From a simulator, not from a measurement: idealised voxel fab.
Process module name: voxel transistor to metal
It is cross-section cut that appears here, measuring 180 nm in width, its square cells being 5 nm in size.
Cross-sections here: square-cell grids, written as top-down lists of bands, a band being one or more rows of cells. Look at the band entry: it leads with the top's height and the bottom's height in nm. Then it lists the materials left to right, with a width in nm for each. The word "throughout" on a single material says that material fills the band edge to edge. The word "empty" is empty space. Counting heights begins at 0, where everything beneath is, in the wafer as received, one material. The lowest band has no bottom; it goes on downwards, as "0 nm and below" shows. You'd read "30->40" like this: the band's top row of cells is as wide as the first number, its bottom row is as wide as the second, and going down, every row changes width by the same amount as the row before did. When a step is marked "all unchanged", none of the cells in the cross-section changed during that step. Entry "Closed void register". Content: empty spaces with no open connection to the top, size 8 cells or greater. Each: width x height at distance. Distance: from left edge. Unit: nm. Read whatever lies past the settings on a step's line as the simulator's own remark about the step. "overlay nm" denotes, for a step that has a mask, the displacement of the mask to the right of its planned place, with negative values corresponding to the left. Pairs from here to the end. Each: cross-section before one process step, cross-section after it, the latter only as far down as the lowest band that changed. Under each: the step between, and its settings. Mind that the pairs may be taken from different runs of this module on the same starting wafer; whether a pair continues from the pair above depends on its entry headed "Geometry before processing", and it does only where that entry says so.
# Geometry before processing
- 0 nm and below | Si throughout
- Closed void register: none
# Sectional View, Post-Process
- 5 nm to 0 nm | SiO2 throughout
- Note: structure below 0 unchanged.
- Closed void register: none
the step between: CONFORMAL_DEP,material SiO2,thk nm 5
Geometry before processing: taken from the pair above, after panel.
# Sectional View, Post-Process
- 15 nm to 5 nm | SiN throughout
- Note: structure below 5 unchanged.
- Closed void register: none
the step between: CONFORMAL_DEP,material SiN,thk nm 10
Geometry before processing: taken from the pair above, after panel.
# Sectional View, Post-Process
- 15 nm to 5 nm | 35 of empty, then 110 of SiN, then 35 of empty
- Note: structure below 5 unchanged.
- Closed void register: none
the step between: MASKED_ETCH,tone cover,mask id ACTIVE,width nm 110,etch materials SiN,depth nm 10,overlay nm 0
Geometry before processing: taken from the pair above, after panel.
# Sectional View, Post-Process
- 15 nm to 5 nm | 35 of empty, then 110 of SiN, then 35 of empty
- 5 nm to 0 nm | 35 of empty, then 110 of SiO2, then 35 of empty
- Note: structure below 0 unchanged.
- Closed void register: none
the step between: MASKED_ETCH,tone cover,mask id ACTIVE,width nm 110,etch materials SiO2,depth nm 5,overlay nm 0
Geometry before processing: taken from the pair above, after panel.
# Sectional View, Post-Process
- 15 nm to 5 nm | 35 of empty, then 110 of SiN, then 35 of empty
- 5 nm to 0 nm | 35 of empty, then 110 of SiO2, then 35 of empty
- 0 nm to -20 nm | 35 of empty, then 110 of Si, then 35 of empty
- Note: structure below -20 unchanged.
- Closed void register: none
the step between: MASKED_ETCH,tone cover,mask id ACTIVE,width nm 110,etch materials Si,depth nm 20,overlay nm 0
Geometry before processing: taken from the pair above, after panel.
# Sectional View, Post-Process
- 15 nm to 5 nm | 35 of empty, then 110 of SiN, then 35 of empty
- 5 nm to 0 nm | 35 of empty, then 110 of SiO2, then 35 of empty
- 0 nm to -20 nm | 35 of empty, then 5 of SiO2, then 100 of Si, then 5 of SiO2, then 35 of empty
- -20 nm to -25 nm | 40 of SiO2, then 100 of Si, then 40 of SiO2
- Note: structure below -25 unchanged.
- Closed void register: none
the step between: OXIDIZE,depth nm 5
Geometry before processing: taken from the pair above, after panel.
# Sectional View, Post-Process
- 25 nm to 15 nm | SiO2 throughout
- 15 nm to 5 nm | 35 of SiO2, then 110 of SiN, then 35 of SiO2
- 5 nm to 0 nm | SiO2 throughout
- 0 nm to -25 nm | 40 of SiO2, then 100 of Si, then 40 of SiO2
- Note: structure below -25 unchanged.
- Closed void register: none
the step between: FILL_DEP,material SiO2,thk nm 10
Geometry before processing: taken from the pair above, after panel.
# Sectional View, Post-Process
- 15 nm to 5 nm | 35 of SiO2, then 110 of SiN, then 35 of SiO2
- Note: structure below 5 unchanged.
- Closed void register: none
the step between: CMP,height nm 15
Geometry before processing: taken from the pair above, after panel.
# Sectional View, Post-Process
- 15 nm to 5 nm | 35 of empty, then 110 of SiN, then 35 of empty
- Note: structure below 5 unchanged.
- Closed void register: none
the step between: SELECTIVE_ETCH,etch materials SiO2,depth nm 10
Geometry before processing: taken from the pair above, after panel.
# Sectional View, Post-Process
- 5 nm to 0 nm | SiO2 throughout
- Note: structure below 0 unchanged.
- Closed void register: none
the step between: STRIP,etch materials SiN
Geometry before processing: taken from the pair above, after panel.
# Sectional View, Post-Process
- 0 nm to -25 nm | 40 of SiO2, then 100 of Si, then 40 of SiO2
- Note: structure below -25 unchanged.
- Closed void register: none
the step between: SELECTIVE_ETCH,etch materials SiO2,depth nm 5
Geometry before processing: taken from the pair above, after panel.
# Sectional View, Post-Process
- 0 nm to -5 nm | SiO2 throughout
- Note: structure below -5 unchanged.
- Closed void register: none
the step between: OXIDIZE,depth nm 5
Geometry before processing: taken from the pair above, after panel.
# Sectional View, Post-Process
- 30 nm to 0 nm | polySi throughout
- Note: structure below 0 unchanged.
- Closed void register: none
the step between: DIRECTIONAL_DEP,material polySi,thk nm 30
Geometry before processing: taken from the pair above, after panel.
# Sectional View, Post-Process
- 40 nm to 30 nm | SiCN throughout
- Note: structure below 30 unchanged.
- Closed void register: none
the step between: DIRECTIONAL_DEP,material SiCN,thk nm 10
Geometry before processing: taken from the pair above, after panel.
# Sectional View, Post-Process
- 40 nm to 30 nm | 80 of empty, then 20 of SiCN, then 80 of empty
- Note: structure below 30 unchanged.
- Closed void register: none
the step between: MASKED_ETCH,tone cover,mask id GATE,width nm 20,etch materials SiCN,depth nm 20,overlay nm 0
Geometry before processing: taken from the pair above, after panel.
# Sectional View, Post-Process
- 40 nm to 30 nm | 80 of empty, then 20 of SiCN, then 80 of empty
- 30 nm to 0 nm | 80 of empty, then 20 of polySi, then 80 of empty
- Note: structure below 0 unchanged.
- Closed void register: none
the step between: MASKED_ETCH,tone cover,mask id GATE,width nm 20,etch materials polySi,depth nm 40,overlay nm 0
Geometry before processing: taken from the pair above, after panel.
# Sectional View, Post-Process
- 45 nm to 40 nm | 75 of empty, then 30 of SiN, then 75 of empty
- 40 nm to 30 nm | 75 of empty, then 5 of SiN, then 20 of SiCN, then 5 of SiN, then 75 of empty
- 30 nm to 5 nm | 75 of empty, then 5 of SiN, then 20 of polySi, then 5 of SiN, then 75 of empty
- 5 nm to 0 nm | 80 of SiN, then 20 of polySi, then 80 of SiN
- Note: structure below 0 unchanged.
- Closed void register: none
the step between: CONFORMAL_DEP,material SiN,thk nm 5
Geometry before processing: taken from the pair above, after panel.
# Sectional View, Post-Process
- 40 nm to 30 nm | 75 of empty, then 5 of SiN, then 20 of SiCN, then 5 of SiN, then 75 of empty
- 30 nm to 0 nm | 75 of empty, then 5 of SiN, then 20 of polySi, then 5 of SiN, then 75 of empty
- Note: structure below 0 unchanged.
- Closed void register: none
the step between: DIRECTIONAL_ETCH,etch materials SiN,depth nm 5
Geometry before processing: taken from the pair above, after panel.
# Sectional View, Post-Process
- 40 nm to 30 nm | 75 of empty, then 5 of SiN, then 20 of SiCN, then 5 of SiN, then 75 of empty
- 30 nm to 0 nm | 75 of empty, then 5 of SiN, then 20 of polySi, then 5 of SiN, then 75 of empty
- 0 nm to -5 nm | 75 of empty, then 30 of SiO2, then 75 of empty
- Note: structure below -5 unchanged.
- Closed void register: none
the step between: DIRECTIONAL_ETCH,etch materials SiO2,depth nm 5
Geometry before processing: taken from the pair above, after panel.
# Sectional View, Post-Process
- 40 nm to 30 nm | 75 of empty, then 5 of SiN, then 20 of SiCN, then 5 of SiN, then 75 of empty
- 30 nm to 0 nm | 75 of empty, then 5 of SiN, then 20 of polySi, then 5 of SiN, then 75 of empty
- 0 nm to -5 nm | 75 of empty, then 30 of SiO2, then 75 of empty
- -5 nm to -10 nm | 40 of SiO2, then 35 of empty, then 30 of Si, then 35 of empty, then 40 of SiO2
- Note: structure below -10 unchanged.
- Closed void register: none
the step between: DIRECTIONAL_ETCH,etch materials Si,depth nm 5
Geometry before processing: taken from the pair above, after panel.
# Sectional View, Post-Process
- 40 nm to 30 nm | 75 of empty, then 5 of SiN, then 20 of SiCN, then 5 of SiN, then 75 of empty
- 30 nm to 0 nm | 75 of empty, then 5 of SiN, then 20 of polySi, then 5 of SiN, then 75 of empty
- 0 nm to -5 nm | 70 of empty, then 5 of pSi, then 30 of SiO2, then 5 of pSi, then 70 of empty
- -5 nm to -10 nm | 40 of SiO2, then 35 of pSi, then 30 of Si, then 35 of pSi, then 40 of SiO2
- Note: structure below -10 unchanged.
- Closed void register: none
the step between: EPI,material pSi,thk nm 5
Geometry before processing: taken from the pair above, after panel.
# Sectional View, Post-Process
- 50 nm to 40 nm | SiO2 throughout
- 40 nm to 30 nm | 75 of SiO2, then 5 of SiN, then 20 of SiCN, then 5 of SiN, then 75 of SiO2
- 30 nm to 0 nm | 75 of SiO2, then 5 of SiN, then 20 of polySi, then 5 of SiN, then 75 of SiO2
- 0 nm to -5 nm | 70 of SiO2, then 5 of pSi, then 30 of SiO2, then 5 of pSi, then 70 of SiO2
- Note: structure below -5 unchanged.
- Closed void register: none
the step between: FILL_DEP,material SiO2,thk nm 10
Geometry before processing: taken from the pair above, after panel.
# Sectional View, Post-Process
- 40 nm to 30 nm | 75 of SiO2, then 5 of SiN, then 20 of SiCN, then 5 of SiN, then 75 of SiO2
- Note: structure below 30 unchanged.
- Closed void register: none
the step between: CMP,height nm 40
Geometry before processing: taken from the pair above, after panel.
# Sectional View, Post-Process
- 50 nm to 40 nm | SiO2 throughout
- Note: structure below 40 unchanged.
- Closed void register: none
the step between: DIRECTIONAL_DEP,material SiO2,thk nm 10
Geometry before processing: taken from the pair above, after panel.
# Sectional View, Post-Process
- 50 nm to 40 nm | 45 of SiO2, then 30 of empty, then 30 of SiO2, then 30 of empty, then 45 of SiO2
- 40 nm to 30 nm | 45 of SiO2, then 30 of empty, then 5 of SiN, then 20 of SiCN, then 5 of SiN, then 30 of empty, then 45 of SiO2
- 30 nm to 0 nm | 45 of SiO2, then 30 of empty, then 5 of SiN, then 20 of polySi, then 5 of SiN, then 30 of empty, then 45 of SiO2
- 0 nm to -5 nm | 45 of SiO2, then 25 of empty, then 5 of pSi, then 30 of SiO2, then 5 of pSi, then 25 of empty, then 45 of SiO2
- Note: structure below -5 unchanged.
- Closed void register: none
the step between: MASKED_ETCH,tone open,mask id CONTACT,width nm 30,pitch nm 60,etch materials SiO2,depth nm 55,overlay nm 0
Geometry before processing: taken from the pair above, after panel.
# Sectional View, Post-Process
- 55 nm to 50 nm | 50 of TiN, then 20 of empty, then 40 of TiN, then 20 of empty, then 50 of TiN
- 50 nm to 40 nm | 45 of SiO2, then 5 of TiN, then 20 of empty, then 5 of TiN, then 30 of SiO2, then 5 of TiN, then 20 of empty, then 5 of TiN, then 45 of SiO2
- 40 nm to 30 nm | 45 of SiO2, then 5 of TiN, then 20 of empty, then 5 of TiN, then 5 of SiN, then 20 of SiCN, then 5 of SiN, then 5 of TiN, then 20 of empty, then 5 of TiN, then 45 of SiO2
- 30 nm to 5 nm | 45 of SiO2, then 5 of TiN, then 20 of empty, then 5 of TiN, then 5 of SiN, then 20 of polySi, then 5 of SiN, then 5 of TiN, then 20 of empty, then 5 of TiN, then 45 of SiO2
- 5 nm to 0 nm | 45 of SiO2, then 5 of TiN, then 15 of empty, then 10 of TiN, then 5 of SiN, then 20 of polySi, then 5 of SiN, then 10 of TiN, then 15 of empty, then 5 of TiN, then 45 of SiO2
- 0 nm to -5 nm | 45 of SiO2, then 25 of TiN, then 5 of pSi, then 30 of SiO2, then 5 of pSi, then 25 of TiN, then 45 of SiO2
- Note: structure below -5 unchanged.
- Closed void register: none
the step between: CONFORMAL_DEP,material TiN,thk nm 5
Geometry before processing: taken from the pair above, after panel.
# Sectional View, Post-Process
- 60 nm to 55 nm | Ru throughout
- 55 nm to 50 nm | 50 of TiN, then 20 of Ru, then 40 of TiN, then 20 of Ru, then 50 of TiN
- 50 nm to 40 nm | 45 of SiO2, then 5 of TiN, then 20 of Ru, then 5 of TiN, then 30 of SiO2, then 5 of TiN, then 20 of Ru, then 5 of TiN, then 45 of SiO2
- 40 nm to 30 nm | 45 of SiO2, then 5 of TiN, then 20 of Ru, then 5 of TiN, then 5 of SiN, then 20 of SiCN, then 5 of SiN, then 5 of TiN, then 20 of Ru, then 5 of TiN, then 45 of SiO2
- 30 nm to 5 nm | 45 of SiO2, then 5 of TiN, then 20 of Ru, then 5 of TiN, then 5 of SiN, then 20 of polySi, then 5 of SiN, then 5 of TiN, then 20 of Ru, then 5 of TiN, then 45 of SiO2
- 5 nm to 0 nm | 45 of SiO2, then 5 of TiN, then 15 of Ru, then 10 of TiN, then 5 of SiN, then 20 of polySi, then 5 of SiN, then 10 of TiN, then 15 of Ru, then 5 of TiN, then 45 of SiO2
- Note: structure below 0 unchanged.
- Closed void register: none
the step between: FILL_DEP,material Ru,thk nm 5
Geometry before processing: taken from the pair above, after panel.
# Sectional View, Post-Process
- 50 nm to 40 nm | 45 of SiO2, then 5 of TiN, then 20 of Ru, then 5 of TiN, then 30 of SiO2, then 5 of TiN, then 20 of Ru, then 5 of TiN, then 45 of SiO2
- Note: structure below 40 unchanged.
- Closed void register: none
the step between: CMP,height nm 50
Geometry before processing: taken from the pair above, after panel.
# Sectional View, Post-Process
- 55 nm to 50 nm | SiCN throughout
- Note: structure below 50 unchanged.
- Closed void register: none
the step between: CONFORMAL_DEP,material SiCN,thk nm 5
Geometry before processing: taken from the pair above, after panel.
# Sectional View, Post-Process
- 75 nm to 55 nm | SiO2 throughout
- Note: structure below 55 unchanged.
- Closed void register: none
the step between: DIRECTIONAL_DEP,material SiO2,thk nm 20
Geometry before processing: taken from the pair above, after panel.
# Sectional View, Post-Process
- 90 nm to 75 nm | 45 of resist, then 15 of empty, then 60 of resist, then 15 of empty, then 45 of resist
- Note: structure below 75 unchanged.
- Closed void register: none
the step between: PATTERN,tone open,mask id METAL_1,material resist,width nm 15,pitch nm 75,thk nm 15,overlay nm 0
Geometry before processing: taken from the pair above, after panel.
# Sectional View, Post-Process
- 90 nm to 75 nm | 45 of resist, then 15 of empty, then 60 of resist, then 15 of empty, then 45 of resist
- 75 nm to 55 nm | 45 of SiO2, then 15 of empty, then 60 of SiO2, then 15 of empty, then 45 of SiO2
- Note: structure below 55 unchanged.
- Closed void register: none
the step between: DIRECTIONAL_ETCH,etch materials SiO2,depth nm 20
Geometry before processing: taken from the pair above, after panel.
# Sectional View, Post-Process
- 90 nm to 75 nm | 45 of resist, then 15 of empty, then 60 of resist, then 15 of empty, then 45 of resist
- 75 nm to 55 nm | 45 of SiO2, then 15 of empty, then 60 of SiO2, then 15 of empty, then 45 of SiO2
- 55 nm to 50 nm | 45 of SiCN, then 15 of empty, then 60 of SiCN, then 15 of empty, then 45 of SiCN
- Note: structure below 50 unchanged.
- Closed void register: none
the step between: DIRECTIONAL_ETCH,etch materials SiCN,depth nm 5
Geometry before processing: taken from the pair above, after panel.
# Sectional View, Post-Process
- 75 nm to 55 nm | 45 of SiO2, then 15 of empty, then 60 of SiO2, then 15 of empty, then 45 of SiO2
- Note: structure below 55 unchanged.
- Closed void register: none
the step between: STRIP,etch materials resist
Geometry before processing: taken from the pair above, after panel.
# Sectional View, Post-Process
- 80 nm to 75 nm | 50 of TiN, then 5 of empty, then 70 of TiN, then 5 of empty, then 50 of TiN
- 75 nm to 55 nm | 45 of SiO2, then 5 of TiN, then 5 of empty, then 5 of TiN, then 60 of SiO2, then 5 of TiN, then 5 of empty, then 5 of TiN, then 45 of SiO2
- 55 nm to 50 nm | 45 of SiCN, then 15 of TiN, then 60 of SiCN, then 15 of TiN, then 45 of SiCN
- Note: structure below 50 unchanged.
- Closed void register: none
the step between: CONFORMAL_DEP,material TiN,thk nm 5
Geometry before processing: taken from the pair above, after panel.
# Sectional View, Post-Process
- 85 nm to 80 nm | Cu throughout
- 80 nm to 75 nm | 50 of TiN, then 5 of Cu, then 70 of TiN, then 5 of Cu, then 50 of TiN
- 75 nm to 55 nm | 45 of SiO2, then 5 of TiN, then 5 of Cu, then 5 of TiN, then 60 of SiO2, then 5 of TiN, then 5 of Cu, then 5 of TiN, then 45 of SiO2
- Note: structure below 55 unchanged.
- Closed void register: none
the step between: FILL_DEP,material Cu,thk nm 5
Geometry before processing: taken from the pair above, after panel.
# Sectional View, Post-Process
- 75 nm to 55 nm | 45 of SiO2, then 5 of TiN, then 5 of Cu, then 5 of TiN, then 60 of SiO2, then 5 of TiN, then 5 of Cu, then 5 of TiN, then 45 of SiO2
- Note: structure below 55 unchanged.
- Closed void register: none
the step between: CMP,height nm 75
Geometry before processing: taken from the pair above, after panel.
# Sectional View, Post-Process
- 80 nm to 75 nm | SiCN throughout
- Note: structure below 75 unchanged.
- Closed void register: none
the step between: CONFORMAL_DEP,material SiCN,thk nm 5
Geometry before processing: taken from the pair above, after panel.
# Sectional View, Post-Process
- 115 nm to 80 nm | SiO2 throughout
- Note: structure below 80 unchanged.
- Closed void register: none
the step between: DIRECTIONAL_DEP,material SiO2,thk nm 35
Geometry before processing: taken from the pair above, after panel.
# Sectional View, Post-Process
- 130 nm to 115 nm | 45 of resist, then 15 of empty, then 60 of resist, then 15 of empty, then 45 of resist
- Note: structure below 115 unchanged.
- Closed void register: none
the step between: PATTERN,tone open,mask id METAL_2,material resist,width nm 15,pitch nm 75,thk nm 15,overlay nm 0
Geometry before processing: taken from the pair above, after panel.
# Sectional View, Post-Process
- 130 nm to 115 nm | 45 of resist, then 15 of empty, then 60 of resist, then 15 of empty, then 45 of resist
- 115 nm to 95 nm | 45 of SiO2, then 15 of empty, then 60 of SiO2, then 15 of empty, then 45 of SiO2
- Note: structure below 95 unchanged.
- Closed void register: none
the step between: DIRECTIONAL_ETCH,etch materials SiO2,depth nm 20
Geometry before processing: taken from the pair above, after panel.
# Sectional View, Post-Process
- 115 nm to 95 nm | 45 of SiO2, then 15 of empty, then 60 of SiO2, then 15 of empty, then 45 of SiO2
- Note: structure below 95 unchanged.
- Closed void register: none
the step between: STRIP,etch materials resist
Geometry before processing: taken from the pair above, after panel.
# Sectional View, Post-Process
- 130 nm to 115 nm | 45 of aC, then 15 of empty, then 60 of aC, then 15 of empty, then 45 of aC
- 115 nm to 110 nm | 45 of SiO2, then 15 of empty, then 60 of SiO2, then 15 of empty, then 45 of SiO2
- 110 nm to 95 nm | 45 of SiO2, then 15 of aC, then 60 of SiO2, then 15 of aC, then 45 of SiO2
- Note: structure below 95 unchanged.
- Closed void register: none
the step between: DIRECTIONAL_DEP,material aC,thk nm 15
Geometry before processing: taken from the pair above, after panel.
# Sectional View, Post-Process
- 160 nm to 130 nm | 45 of resist, then 15 of empty, then 60 of resist, then 15 of empty, then 45 of resist
- Note: structure below 130 unchanged.
- Closed void register: none
the step between: PATTERN,tone open,mask id METAL_2_HOLES,material resist,width nm 15,pitch nm 75,thk nm 30,overlay nm 0
Geometry before processing: taken from the pair above, after panel.
# Sectional View, Post-Process
- 145 nm to 130 nm | 45 of resist, then 15 of empty, then 60 of resist, then 15 of empty, then 45 of resist
- 130 nm to 115 nm | 45 of aC, then 15 of empty, then 60 of aC, then 15 of empty, then 45 of aC
- 115 nm to 95 nm | 45 of SiO2, then 15 of empty, then 60 of SiO2, then 15 of empty, then 45 of SiO2
- Note: structure below 95 unchanged.
- Closed void register: none
the step between: DIRECTIONAL_ETCH,etch materials aC,depth nm 15
Geometry before processing: taken from the pair above, after panel.
# Sectional View, Post-Process
- 130 nm to 115 nm | 45 of aC, then 15 of empty, then 60 of aC, then 15 of empty, then 45 of aC
- Note: structure below 115 unchanged.
- Closed void register: none
the step between: STRIP,etch materials resist
Geometry before processing: taken from the pair above, after panel.
# Sectional View, Post-Process
- 130 nm to 115 nm | 45 of aC, then 15 of empty, then 60 of aC, then 15 of empty, then 45 of aC
- 115 nm to 80 nm | 45 of SiO2, then 15 of empty, then 60 of SiO2, then 15 of empty, then 45 of SiO2
- Note: structure below 80 unchanged.
- Closed void register: none
the step between: DIRECTIONAL_ETCH,etch materials SiO2,depth nm 15
Geometry before processing: taken from the pair above, after panel.
# Sectional View, Post-Process
- 130 nm to 115 nm | 45 of aC, then 15 of empty, then 60 of aC, then 15 of empty, then 45 of aC
- 115 nm to 80 nm | 45 of SiO2, then 15 of empty, then 60 of SiO2, then 15 of empty, then 45 of SiO2
- 80 nm to 75 nm | 45 of SiCN, then 15 of empty, then 60 of SiCN, then 15 of empty, then 45 of SiCN
- Note: structure below 75 unchanged.
- Closed void register: none
the step between: DIRECTIONAL_ETCH,etch materials SiCN,depth nm 5
Geometry before processing: taken from the pair above, after panel.
# Sectional View, Post-Process
- 115 nm to 80 nm | 45 of SiO2, then 15 of empty, then 60 of SiO2, then 15 of empty, then 45 of SiO2
- Note: structure below 80 unchanged.
- Closed void register: none
the step between: STRIP,etch materials aC
Geometry before processing: taken from the pair above, after panel.
# Sectional View, Post-Process
- 120 nm to 115 nm | 50 of TiN, then 5 of empty, then 70 of TiN, then 5 of empty, then 50 of TiN
- 115 nm to 80 nm | 45 of SiO2, then 5 of TiN, then 5 of empty, then 5 of TiN, then 60 of SiO2, then 5 of TiN, then 5 of empty, then 5 of TiN, then 45 of SiO2
- 80 nm to 75 nm | 45 of SiCN, then 15 of TiN, then 60 of SiCN, then 15 of TiN, then 45 of SiCN
- Note: structure below 75 unchanged.
- Closed void register: none
the step between: CONFORMAL_DEP,material TiN,thk nm 5
Geometry before processing: taken from the pair above, after panel.
# Sectional View, Post-Process
- 125 nm to 120 nm | Ru throughout
- 120 nm to 115 nm | 50 of TiN, then 5 of Ru, then 70 of TiN, then 5 of Ru, then 50 of TiN
- 115 nm to 80 nm | 45 of SiO2, then 5 of TiN, then 5 of Ru, then 5 of TiN, then 60 of SiO2, then 5 of TiN, then 5 of Ru, then 5 of TiN, then 45 of SiO2
- Note: structure below 80 unchanged.
- Closed void register: none
the step between: FILL_DEP,material Ru,thk nm 5
Geometry before processing: taken from the pair above, after panel.
# Sectional View, Post-Process
- 115 nm to 80 nm | 45 of SiO2, then 5 of TiN, then 5 of Ru, then 5 of TiN, then 60 of SiO2, then 5 of TiN, then 5 of Ru, then 5 of TiN, then 45 of SiO2
- Note: structure below 80 unchanged.
- Closed void register: none
the step between: CMP,height nm 115
Geometry before processing: taken from the pair above, after panel.
# Sectional View, Post-Process
- 120 nm to 115 nm | SiN throughout
- Note: structure below 115 unchanged.
- Closed void register: none
the step between: CONFORMAL_DEP,material SiN,thk nm 5
# Geometry before processing
- 0 nm and below | Si throughout
- Closed void register: none
# Sectional View, Post-Process
- 10 nm to 0 nm | SiN throughout
- Note: structure below 0 unchanged.
- Closed void register: none
the step between: CONFORMAL_DEP,material SiN,thk nm 10
Geometry before processing: taken from the pair above, after panel.
# Sectional View, Post-Process
- 10 nm to 0 nm | 35 of empty, then 110 of SiN, then 35 of empty
- Note: structure below 0 unchanged.
- Closed void register: none
the step between: MASKED_ETCH,tone cover,mask id ACTIVE,width nm 110,etch materials SiN,depth nm 10,overlay nm 0
Geometry before processing: taken from the pair above, after panel.
# Sectional View, Post-Process
- 10 nm to 0 nm | 35 of empty, then 110 of SiN, then 35 of empty
- 0 nm to -20 nm | 35 of empty, then 110 of Si, then 35 of empty
- Note: structure below -20 unchanged.
- Closed void register: none
the step between: MASKED_ETCH,tone cover,mask id ACTIVE,width nm 110,etch materials Si,depth nm 20,overlay nm 0
Geometry before processing: taken from the pair above, after panel.
# Sectional View, Post-Process
- 10 nm to 0 nm | 35 of empty, then 110 of SiN, then 35 of empty
- 0 nm to -20 nm | 35 of empty, then 5 of SiO2, then 100 of Si, then 5 of SiO2, then 35 of empty
- -20 nm to -25 nm | 40 of SiO2, then 100 of Si, then 40 of SiO2
- Note: structure below -25 unchanged.
- Closed void register: none
the step between: OXIDIZE,depth nm 5
Geometry before processing: taken from the pair above, after panel.
# Sectional View, Post-Process
- 20 nm to 10 nm | SiO2 throughout
- 10 nm to 0 nm | 35 of SiO2, then 110 of SiN, then 35 of SiO2
- 0 nm to -25 nm | 40 of SiO2, then 100 of Si, then 40 of SiO2
- Note: structure below -25 unchanged.
- Closed void register: none
the step between: FILL_DEP,material SiO2,thk nm 10
Geometry before processing: taken from the pair above, after panel.
# Sectional View, Post-Process
- 15 nm to 10 nm | SiO2 throughout
- Note: structure below 10 unchanged.
- Closed void register: none
the step between: CMP,height nm 15
Geometry before processing: taken from the pair above, after panel.
# Sectional View, Post-Process
- 10 nm to 5 nm | 35 of empty, then 110 of SiN, then 35 of empty
- Note: structure below 5 unchanged.
- Closed void register: none
the step between: SELECTIVE_ETCH,etch materials SiO2,depth nm 10
Geometry before processing: taken from the pair above, after panel.
# Sectional View, Post-Process
- 5 nm to 0 nm | 35 of SiO2, then 110 of empty, then 35 of SiO2
- Note: structure below 0 unchanged.
- Closed void register: none
the step between: STRIP,etch materials SiN
Geometry before processing: taken from the pair above, after panel.
# Sectional View, Post-Process
- 0 nm to -5 nm | 30 of SiO2, then 10 of empty, then 100 of Si, then 10 of empty, then 30 of SiO2
- Note: structure below -5 unchanged.
- Closed void register: none
the step between: SELECTIVE_ETCH,etch materials SiO2,depth nm 5
Geometry before processing: taken from the pair above, after panel.
# Sectional View, Post-Process
- 0 nm to -5 nm | 30 of SiO2, then 10 of empty, then 100 of SiO2, then 10 of empty, then 30 of SiO2
- -5 nm to -10 nm | 45 of SiO2, then 90 of Si, then 45 of SiO2
- Note: structure below -10 unchanged.
- Closed void register: none
the step between: OXIDIZE,depth nm 5
Geometry before processing: taken from the pair above, after panel.
# Sectional View, Post-Process
- 30 nm to 25 nm | 30 of polySi, then 10 of empty, then 100 of polySi, then 10 of empty, then 30 of polySi
- 25 nm to 0 nm | polySi throughout
- 0 nm to -5 nm | 30 of SiO2, then 10 of polySi, then 100 of SiO2, then 10 of polySi, then 30 of SiO2
- Note: structure below -5 unchanged.
- Closed void register: none
the step between: DIRECTIONAL_DEP,material polySi,thk nm 30
Geometry before processing: taken from the pair above, after panel.
# Sectional View, Post-Process
- 40 nm to 35 nm | 30 of SiCN, then 10 of empty, then 100 of SiCN, then 10 of empty, then 30 of SiCN
- 35 nm to 30 nm | SiCN throughout
- 30 nm to 25 nm | 30 of polySi, then 10 of SiCN, then 100 of polySi, then 10 of SiCN, then 30 of polySi
- Note: structure below 25 unchanged.
- Closed void register: none
the step between: DIRECTIONAL_DEP,material SiCN,thk nm 10
Geometry before processing: taken from the pair above, after panel.
# Sectional View, Post-Process
- 40 nm to 30 nm | 80 of empty, then 20 of SiCN, then 80 of empty
- 30 nm to 25 nm | 30 of polySi, then 10 of empty, then 100 of polySi, then 10 of empty, then 30 of polySi
- Note: structure below 25 unchanged.
- Closed void register: none
the step between: MASKED_ETCH,tone cover,mask id GATE,width nm 20,etch materials SiCN,depth nm 20,overlay nm 0
Geometry before processing: taken from the pair above, after panel.
# Sectional View, Post-Process
- 40 nm to 30 nm | 80 of empty, then 20 of SiCN, then 80 of empty
- 30 nm to 0 nm | 80 of empty, then 20 of polySi, then 80 of empty
- 0 nm to -5 nm | 30 of SiO2, then 10 of empty, then 100 of SiO2, then 10 of empty, then 30 of SiO2
- Note: structure below -5 unchanged.
- Closed void register: none
the step between: MASKED_ETCH,tone cover,mask id GATE,width nm 20,etch materials polySi,depth nm 40,overlay nm 0
Geometry before processing: taken from the pair above, after panel.
# Sectional View, Post-Process
- 45 nm to 40 nm | 75 of empty, then 30 of SiN, then 75 of empty
- 40 nm to 30 nm | 75 of empty, then 5 of SiN, then 20 of SiCN, then 5 of SiN, then 75 of empty
- 30 nm to 5 nm | 75 of empty, then 5 of SiN, then 20 of polySi, then 5 of SiN, then 75 of empty
- 5 nm to 0 nm | 80 of SiN, then 20 of polySi, then 80 of SiN
- 0 nm to -5 nm | 30 of SiO2, then 10 of SiN, then 100 of SiO2, then 10 of SiN, then 30 of SiO2
- Note: structure below -5 unchanged.
- Closed void register: none
the step between: CONFORMAL_DEP,material SiN,thk nm 5
Geometry before processing: taken from the pair above, after panel.
# Sectional View, Post-Process
- 40 nm to 30 nm | 75 of empty, then 5 of SiN, then 20 of SiCN, then 5 of SiN, then 75 of empty
- 30 nm to 0 nm | 75 of empty, then 5 of SiN, then 20 of polySi, then 5 of SiN, then 75 of empty
- Note: structure below 0 unchanged.
- Closed void register: none
the step between: DIRECTIONAL_ETCH,etch materials SiN,depth nm 5
Geometry before processing: taken from the pair above, after panel.
# Sectional View, Post-Process
- 40 nm to 30 nm | 75 of empty, then 5 of SiN, then 20 of SiCN, then 5 of SiN, then 75 of empty
- 30 nm to 0 nm | 75 of empty, then 5 of SiN, then 20 of polySi, then 5 of SiN, then 75 of empty
- 0 nm to -5 nm | 30 of empty, then 10 of SiN, then 35 of empty, then 30 of SiO2, then 35 of empty, then 10 of SiN, then 30 of empty
- Note: structure below -5 unchanged.
- Closed void register: none
the step between: DIRECTIONAL_ETCH,etch materials SiO2,depth nm 5
Geometry before processing: taken from the pair above, after panel.
# Sectional View, Post-Process
- 40 nm to 30 nm | 75 of empty, then 5 of SiN, then 20 of SiCN, then 5 of SiN, then 75 of empty
- 30 nm to 0 nm | 75 of empty, then 5 of SiN, then 20 of polySi, then 5 of SiN, then 75 of empty
- 0 nm to -5 nm | 30 of empty, then 10 of SiN, then 35 of empty, then 30 of SiO2, then 35 of empty, then 10 of SiN, then 30 of empty
- -5 nm to -10 nm | 45 of SiO2, then 30 of empty, then 30 of Si, then 30 of empty, then 45 of SiO2
- Note: structure below -10 unchanged.
- Closed void register: none
the step between: DIRECTIONAL_ETCH,etch materials Si,depth nm 5
Geometry before processing: taken from the pair above, after panel.
# Sectional View, Post-Process
- 40 nm to 30 nm | 75 of empty, then 5 of SiN, then 20 of SiCN, then 5 of SiN, then 75 of empty
- 30 nm to 0 nm | 75 of empty, then 5 of SiN, then 20 of polySi, then 5 of SiN, then 75 of empty
- 0 nm to -5 nm | 30 of empty, then 10 of SiN, then 30 of empty, then 5 of pSi, then 30 of SiO2, then 5 of pSi, then 30 of empty, then 10 of SiN, then 30 of empty
- -5 nm to -10 nm | 45 of SiO2, then 30 of pSi, then 30 of Si, then 30 of pSi, then 45 of SiO2
- Note: structure below -10 unchanged.
- Closed void register: none
the step between: EPI,material pSi,thk nm 5
